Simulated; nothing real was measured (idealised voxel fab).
process module | voxel wiring stack
cross-section cut | 250 nm wide | cells 5 nm
A cross-section is a grid of square cells, given in bands from the top down. A band is one or more rows of cells.
Each band's line starts with the height of the band's top and of its bottom, in nm. Then come its materials from left to right, each with its width in nm. One material with "throughout" fills the band from edge to edge. "air" is empty space.
Height 0 is the level under which the wafer as received is all one material. The lowest band goes on downwards, as in "0 down".
A width such as "30 to 40" changes by the same amount from each row of cells to the next, from the band's top row to its bottom row.
"no change" after a step means that no cell of the cross-section changed.
closed voids: empty space of 8 cells or more with no open way to the top, each as width x height at its distance from the left edge, in nm
after a step's settings: what the simulator itself notes on the step
overlay nm, on a step with a mask: how far to the right of its planned place the mask lay; to the left if negative
plan
1 op RECEIVE | material Si
2 op CONFORMAL_DEP | material SiO2 | thk nm 15
3 op CONFORMAL_DEP | material SiN | thk nm 5
4 op DIRECTIONAL_DEP | material lowk | thk nm 25
5 op MASKED_ETCH | tone open | mask id METAL_1 | width nm 30 | pitch nm 50 | etch materials lowk | depth nm 25 | overlay nm 0
6 op MASKED_ETCH | tone open | mask id METAL_1 | width nm 30 | pitch nm 50 | etch materials SiN | depth nm 5 | overlay nm 0
7 op CONFORMAL_DEP | material TiN | thk nm 5
8 op FILL_DEP | material Cu | thk nm 10
9 op CMP | height nm 45
10 op CONFORMAL_DEP | material SiCN | thk nm 5
11 op DIRECTIONAL_DEP | material lowk | thk nm 15
12 op DIRECTIONAL_DEP | material aC | thk nm 15
13 op PATTERN | tone open | mask id PLUG_1 | material resist | width nm 15 | pitch nm 50 | thk nm 30 | overlay nm 0
14 op DIRECTIONAL_ETCH | etch materials aC | depth nm 15
15 op STRIP | etch materials resist
16 op DIRECTIONAL_ETCH | etch materials lowk | depth nm 15
17 op DIRECTIONAL_ETCH | etch materials SiCN | depth nm 5
18 op STRIP | etch materials aC
19 op CONFORMAL_DEP | material TiN | thk nm 5
20 op FILL_DEP | material W | thk nm 10
21 op CMP | height nm 65
22 op CONFORMAL_DEP | material SiCN | thk nm 5
23 op DIRECTIONAL_DEP | material SiO2 | thk nm 20
24 op DIRECTIONAL_DEP | material aC | thk nm 15
25 op PATTERN | tone open | mask id METAL_2 | material resist | width nm 30 | pitch nm 50 | thk nm 35 | overlay nm -15
26 op DIRECTIONAL_ETCH | etch materials aC | depth nm 15
27 op STRIP | etch materials resist
28 op DIRECTIONAL_ETCH | etch materials SiO2 | depth nm 20
29 op DIRECTIONAL_ETCH | etch materials SiCN | depth nm 5
30 op STRIP | etch materials aC
31 op CONFORMAL_DEP | material TiN | thk nm 5
32 op FILL_DEP | material Cu | thk nm 5
33 op CMP | height nm 90
34 op CONFORMAL_DEP | material SiCN | thk nm 5
35 op DIRECTIONAL_DEP | material lowk | thk nm 10
36 op DIRECTIONAL_DEP | material aC | thk nm 10
37 op PATTERN | tone open | mask id PLUG_2 | material resist | width nm 15 | pitch nm 50 | thk nm 25 | overlay nm 0
38 op DIRECTIONAL_ETCH | etch materials aC | depth nm 10
39 op STRIP | etch materials resist
40 op DIRECTIONAL_ETCH | etch materials lowk | depth nm 10
41 op DIRECTIONAL_ETCH | etch materials SiCN | depth nm 5
42 op STRIP | etch materials aC
43 op EPI | material Ru | thk nm 10
44 op EPI | material Ru | thk nm 5
45 op CONFORMAL_DEP | material SiN | thk nm 5
46 op DIRECTIONAL_DEP | material SiO2 | thk nm 15
47 op DIRECTIONAL_DEP | material aC | thk nm 15
48 op PATTERN | tone open | mask id METAL_3 | material resist | width nm 30 | pitch nm 50 | thk nm 35 | overlay nm 0
49 op DIRECTIONAL_ETCH | etch materials aC | depth nm 15
50 op STRIP | etch materials resist
51 op DIRECTIONAL_ETCH | etch materials SiO2 | depth nm 15
52 op DIRECTIONAL_ETCH | etch materials SiN | depth nm 5
53 op STRIP | etch materials aC
54 op CONFORMAL_DEP | material TiN | thk nm 5
55 op FILL_DEP | material Cu | thk nm 5
56 op CMP | height nm 125
57 op EPI | material Ru | thk nm 5
58 op FILL_DEP | material SiCN | thk nm 5
varied across the wafers: overlay nm of step 25. The plan shows the first wafer's value. All wafers start alike
first wafer as received, after step 1
  0 down: Si throughout
  closed voids: none
each wafer at the end: cells of each material gained (+) or lost (-) since it was received, then its closed voids
overlay nm -15 | +192 Cu | +68 Ru | +170 SiCN | +52 SiN | +332 SiO2 | +204 TiN | +12 W | +320 lowk | closed voids: none
overlay nm -10 | +192 Cu | +68 Ru | +170 SiCN | +52 SiN | +332 SiO2 | +204 TiN | +12 W | +320 lowk | closed voids: none
overlay nm -5 | +192 Cu | +68 Ru | +170 SiCN | +52 SiN | +332 SiO2 | +204 TiN | +12 W | +320 lowk | closed voids: none
overlay nm 0 | +192 Cu | +68 Ru | +170 SiCN | +52 SiN | +332 SiO2 | +204 TiN | +12 W | +320 lowk | closed voids: none
overlay nm 5 | +192 Cu | +68 Ru | +170 SiCN | +52 SiN | +332 SiO2 | +204 TiN | +12 W | +320 lowk | closed voids: none
overlay nm 10 | +192 Cu | +68 Ru | +170 SiCN | +52 SiN | +332 SiO2 | +204 TiN | +12 W | +320 lowk | closed voids: none
overlay nm 15 | +192 Cu | +32 Ru | +170 SiCN | +76 SiN | +332 SiO2 | +216 TiN | +12 W | +320 lowk | closed voids: none
